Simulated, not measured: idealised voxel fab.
process module | voxel lift off
cross-section cut | 285 nm wide | cells 5 nm
A cross-section is a grid of square cells, given in bands from the top down. A band is one or more rows of cells.
Each band's line starts with the height of the band's top and of its bottom, in nm. Then come its materials from left to right, each with its width in nm. One material with "throughout" fills the band from edge to edge. "air" is empty space.
Height 0 is the level under which the wafer as received is all one material. The lowest band goes on downwards, as in "0 down".
A width such as "30 to 40" changes by the same amount from each row of cells to the next, from the band's top row to its bottom row.
"no change" after a step means that no cell of the cross-section changed.
closed voids: empty space of 8 cells or more with no open way to the top, each as width x height at its distance from the left edge, in nm
after a step's settings: what the simulator itself notes on the step
overlay nm, on a step with a mask: how far to the right of its planned place the mask lay; to the left if negative
plan
1 op RECEIVE | material Si
2 op CONFORMAL_DEP | material SiO2 | thk nm 15
3 op PATTERN | tone open | mask id LINES | material resist | width nm 15 | pitch nm 40 | thk nm 15 | overlay nm 0
4 op DIRECTIONAL_DEP | material Ru | thk nm 5
5 op STRIP | etch materials resist
6 op CONFORMAL_DEP | material SiCN | thk nm 10
varied across the wafers: width nm of step 3. The plan shows the first wafer's value. All wafers start alike
first wafer as received, after step 1
  0 down: Si throughout
  closed voids: none
first wafer at the end, after step 6
  30 to 25: air 65 | SiCN 35 | air 5 | SiCN 35 | air 5 | SiCN 35 | air 5 | SiCN 35 | air 65
  25 to 20: SiCN throughout
  20 to 15: SiCN 75 | Ru 15 | SiCN 25 | Ru 15 | SiCN 25 | Ru 15 | SiCN 25 | Ru 15 | SiCN 75
  15 to 0: SiO2 throughout
  0 down: Si throughout
  closed voids: none
last wafer at the end
  30 to 25: air 60 | SiCN 165 | air 60
  25 to 20: SiCN throughout
  20 to 15: SiCN 70 | Ru 25 | SiCN 15 | Ru 25 | SiCN 15 | Ru 25 | SiCN 15 | Ru 25 | SiCN 70
  15 to 0: SiO2 throughout
  0 down: Si throughout
  closed voids: none
each wafer at the end: cells of each material gained (+) or lost (-) since it was received, then its closed voids
width nm 15 | +12 Ru | +130 SiCN | +171 SiO2 | closed voids: none
width nm 20 | +16 Ru | +130 SiCN | +171 SiO2 | closed voids: none
width nm 25 | +20 Ru | +127 SiCN | +171 SiO2 | closed voids: none
